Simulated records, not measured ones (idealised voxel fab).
process module | voxel spacer lines
cross-section cut | 260 nm wide | cells 5 nm
A cross-section is a grid of square cells, given in bands from the top down. A band is one or more rows of cells.
Each band's line starts with the height of the band's top and of its bottom, in nm. Then come its materials from left to right, each with its width in nm. One material with "throughout" fills the band from edge to edge. "air" is empty space.
Height 0 is the level under which the wafer as received is all one material. The lowest band goes on downwards, as in "0 down".
A width such as "30 to 40" changes by the same amount from each row of cells to the next, from the band's top row to its bottom row.
"no change" after a step means that no cell of the cross-section changed.
closed voids: empty space of 8 cells or more with no open way to the top, each as width x height at its distance from the left edge, in nm
after a step's settings: what the simulator itself notes on the step
overlay nm, on a step with a mask: how far to the right of its planned place the mask lay; to the left if negative
plan
1 op RECEIVE | material Si
2 op CONFORMAL_DEP | material Al2O3 | thk nm 5
3 op DIRECTIONAL_DEP | material SiN | thk nm 15
4 op DIRECTIONAL_DEP | material aC | thk nm 25
5 op PATTERN | tone cover | mask id MANDREL | material resist | width nm 20 | pitch nm 60 | thk nm 35 | overlay nm 0
6 op DIRECTIONAL_ETCH | etch materials aC | depth nm 25
7 op STRIP | etch materials resist
8 op CONFORMAL_DEP | material SiO2 | thk nm 10
9 op DIRECTIONAL_ETCH | etch materials SiO2 | depth nm 10
10 op STRIP | etch materials aC
11 op DIRECTIONAL_ETCH | etch materials SiN | depth nm 15
12 op STRIP | etch materials SiO2
as received, after step 1
  0 down: Si throughout
  closed voids: none
a wafer at the end: this start, this plan, one mistake
  20 to 5: air 80 | SiN 10 | air 20 | SiN 10 | air 20 | SiN 10 | air 20 | SiN 10 | air 80
  5 to 0: aC throughout
  0 down: Si throughout
  closed voids: none
what went wrong: step 2 ran as: op CONFORMAL_DEP | material aC | thk nm 5
